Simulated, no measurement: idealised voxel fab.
Name of the process module below: voxel double patterning
Cross-sectional view cut (width: 160 nm; square cell size: 5 nm).
In this document a cross-section is written as a grid of square cells. It is given as a series of bands, listed from the top down, and a band is one or more rows of cells. Per band: top height and bottom height in nm, followed by the left-to-right materials and their widths in nm; "all across" marks a single material spanning edge to edge, "air" marks empty space. All heights in this document are referenced to 0, defined as the level beneath which the wafer, as received, consists entirely of one material. The lowest band is not bounded below; it extends indefinitely downward and is written in the form "0 and below". When a width is written as two numbers, as in "30..40", the first number is the width in the top row of cells of the band and the second is the width in its bottom row, and the width changes by the same amount from each row to the next. A step reported as "stayed the same" is a step in which no cell of the cross-section changed. "Fully enclosed voids": empty spaces of 8 cells or more with no open way to the top, each given as width x height at distance, distance from the left edge, all in nm. Where a step's line continues beyond its settings, the continuation is a remark by the simulator itself on that step. overlay nm: on a step with a mask, how far right of its planned place the mask lay; negative means left.
### The planned process steps are enumerated hereunder
1) RECEIVE | material Si
2) CONFORMAL_DEP | material SiN | thk nm 5
3) DIRECTIONAL_DEP | material SiO2 | thk nm 20
4) DIRECTIONAL_DEP | material SiCN | thk nm 5
5) DIRECTIONAL_DEP | material aC | thk nm 15
6) PATTERN | tone open | mask id FIRST | material resist | width nm 15 | pitch nm 50 | thk nm 30 | overlay nm 0
7) DIRECTIONAL_ETCH | etch materials aC | depth nm 15
8) STRIP | etch materials resist
9) DIRECTIONAL_ETCH | etch materials SiCN | depth nm 5
10) STRIP | etch materials aC
11) DIRECTIONAL_DEP | material aC | thk nm 10
12) PATTERN | tone open | mask id SECOND | material resist | width nm 15 | thk nm 25 | overlay nm 0
13) DIRECTIONAL_ETCH | etch materials aC | depth nm 10
14) STRIP | etch materials resist
15) DIRECTIONAL_ETCH | etch materials SiCN | depth nm 5
16) STRIP | etch materials aC
17) DIRECTIONAL_ETCH | etch materials SiO2 | depth nm 20
18) STRIP | etch materials SiCN
### As received (post step 1): cross-section
    0 and below: Si all across
    Fully enclosed voids: none
### Post-module cross-section of the first of two wafers (run per plan)
    25 down to 5: SiO2=45  air=15  SiO2=10  air=15  SiO2=10  air=15  SiO2=50
    5 down to 0: SiN all across
    0 and below: Si all across
    Fully enclosed voids: none
### Second wafer through the module, sectioned at the end: same beginning and same plan as the first wafer, with one mistake in carrying it out
    20 down to 0: SiO2=45  air=15  SiO2=10  air=15  SiO2=10  air=15  SiO2=50
    0 and below: Si all across
    Fully enclosed voids: none
Which mistake was made when the wafer was run? not run: step 2 of the plan (skipped)
Materials where the second wafer ends with more or fewer cells than the first: -32 SiN
